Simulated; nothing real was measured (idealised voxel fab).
Process module heading - voxel transistor to metal
Square cell edge 5 nm, section width 215 nm, ID cut.
Think of the cross-section as a grid of square cells. We describe it in bands, top to bottom, and each band covers one or more rows of those cells.
What a band's entry tells you: where the top is and where the bottom is, as heights in nm, and after that what lies inside, material by material from left to right, each with its width in nm. Empty space is written as the word "blank", and a single material marked with the word "all across" occupies the band from edge to edge.
Ref level 0: as-received wafer is one material below here. Bottom band extends down with no lower bound ("z 0 and below").
The width entry "30->40" should be interpreted row by row: the top row of cells in the band takes the first number, the bottom row takes the second number, and the change between adjacent rows is uniform throughout.
"same as before", as given for a step, is the statement that not any cell of the cross-section underwent a change during that step.
Closed empty spaces (no open way to the top) of 8 cells or more are what "Enclosed void catalog" lists, each as width x height at distance from the left edge, nm for all three.
The remark found on a step's line after its settings is issued by the simulator itself and pertains to that step.
The line of a step may include "overlay nm". On a step with a mask, this value is how far to the right of its planned place the mask lay. A negative value means the mask lay to the left.

# Process steps - plan
step 1: RECEIVE [material Si]
step 2: OXIDIZE [depth nm 5]
step 3: CONFORMAL_DEP [material SiN] [thk nm 10]
step 4: DIRECTIONAL_DEP [material aC] [thk nm 15]
step 5: PATTERN [tone cover] [mask id ACTIVE] [material resist] [width nm 105] [thk nm 30] [overlay nm 0]
step 6: DIRECTIONAL_ETCH [etch materials aC] [depth nm 15]
step 7: STRIP [etch materials resist]
step 8: DIRECTIONAL_ETCH [etch materials SiN] [depth nm 10]
step 9: DIRECTIONAL_ETCH [etch materials SiO2] [depth nm 5]
step 10: DIRECTIONAL_ETCH [etch materials Si] [depth nm 25]
step 11: STRIP [etch materials aC]
step 12: FILL_DEP [material SiO2] [thk nm 10]
step 13: CMP [height nm 10]
step 14: SELECTIVE_ETCH [etch materials SiO2] [depth nm 10]
step 15: STRIP [etch materials SiN]
step 16: SELECTIVE_ETCH [etch materials SiO2] [depth nm 5]
step 17: OXIDIZE [depth nm 5]
step 18: DIRECTIONAL_DEP [material polySi] [thk nm 25]
step 19: DIRECTIONAL_DEP [material SiCN] [thk nm 15]
step 20: PATTERN [tone cover] [mask id GATE] [material resist] [width nm 35] [thk nm 15] [overlay nm 0]
step 21: DIRECTIONAL_ETCH [etch materials SiCN] [depth nm 25]
step 22: DIRECTIONAL_ETCH [etch materials polySi] [depth nm 35]
step 23: STRIP [etch materials resist]
step 24: CONFORMAL_DEP [material SiO2] [thk nm 5]
step 25: DIRECTIONAL_ETCH [etch materials SiO2] [depth nm 5]
step 26: CONFORMAL_DEP [material SiN] [thk nm 5]
step 27: DIRECTIONAL_ETCH [etch materials SiN] [depth nm 5]
step 28: DIRECTIONAL_ETCH [etch materials SiO2] [depth nm 5]
step 29: EPI [material pSi] [thk nm 5]
step 30: FILL_DEP [material SiO2] [thk nm 10]
step 31: CMP [height nm 20]
step 32: STRIP [etch materials polySi]
step 33: SELECTIVE_ETCH [etch materials SiO2] [depth nm 5]
step 34: CONFORMAL_DEP [material HfO2] [thk nm 5]
step 35: CONFORMAL_DEP [material TiN] [thk nm 5]
step 36: FILL_DEP [material W] [thk nm 10]
step 37: CMP [height nm 15]
step 38: DIRECTIONAL_DEP [material SiO2] [thk nm 15]
step 39: MASKED_ETCH [tone open] [mask id CONTACT] [width nm 15] [pitch nm 80] [etch materials SiO2] [depth nm 35] [overlay nm 0]
step 40: CONFORMAL_DEP [material TiN] [thk nm 5]
step 41: FILL_DEP [material W] [thk nm 5]
step 42: CMP [height nm 30]
step 43: CONFORMAL_DEP [material SiCN] [thk nm 5]
step 44: DIRECTIONAL_DEP [material SiO2] [thk nm 20]
step 45: PATTERN [tone open] [mask id METAL_1] [material resist] [width nm 15] [pitch nm 80] [thk nm 15] [overlay nm 0]
step 46: DIRECTIONAL_ETCH [etch materials SiO2] [depth nm 20]
step 47: DIRECTIONAL_ETCH [etch materials SiCN] [depth nm 5]
step 48: STRIP [etch materials resist]
step 49: CONFORMAL_DEP [material TiN] [thk nm 5]
step 50: FILL_DEP [material Cu] [thk nm 10]
step 51: CMP [height nm 55]
step 52: EPI [material Ru] [thk nm 5]
step 53: FILL_DEP [material SiCN] [thk nm 5]
The value of width nm given for step 5 in the plan refers to the first wafer; the wafers vary in this setting and are alike at the start.

# Cross-section: the first of several wafers in its as-received state, i.e. following step 1
	z 0 and below = Si all across
	Enclosed void catalog: none

# Rows = wafers. At module end, each row lists per material the cells gained (+) or lost (-) since the wafer was received, then the closed voids
width nm 105 | +8 Cu | +17 HfO2 | +10 Ru | -174 Si | +113 SiCN | +8 SiN | +473 SiO2 | +65 TiN | +27 W | +12 pSi | Enclosed void catalog: none
width nm 110 | +8 Cu | +17 HfO2 | +10 Ru | -170 Si | +113 SiCN | +8 SiN | +468 SiO2 | +65 TiN | +27 W | +13 pSi | Enclosed void catalog: none
width nm 115 | +8 Cu | +17 HfO2 | +10 Ru | -166 Si | +113 SiCN | +8 SiN | +463 SiO2 | +65 TiN | +27 W | +14 pSi | Enclosed void catalog: none
width nm 120 | +8 Cu | +17 HfO2 | +10 Ru | -162 Si | +113 SiCN | +8 SiN | +458 SiO2 | +65 TiN | +27 W | +15 pSi | Enclosed void catalog: none
width nm 125 | +8 Cu | +17 HfO2 | +10 Ru | -158 Si | +113 SiCN | +8 SiN | +453 SiO2 | +65 TiN | +27 W | +16 pSi | Enclosed void catalog: none
width nm 130 | +8 Cu | +17 HfO2 | +10 Ru | -154 Si | +113 SiCN | +8 SiN | +448 SiO2 | +65 TiN | +27 W | +17 pSi | Enclosed void catalog: none
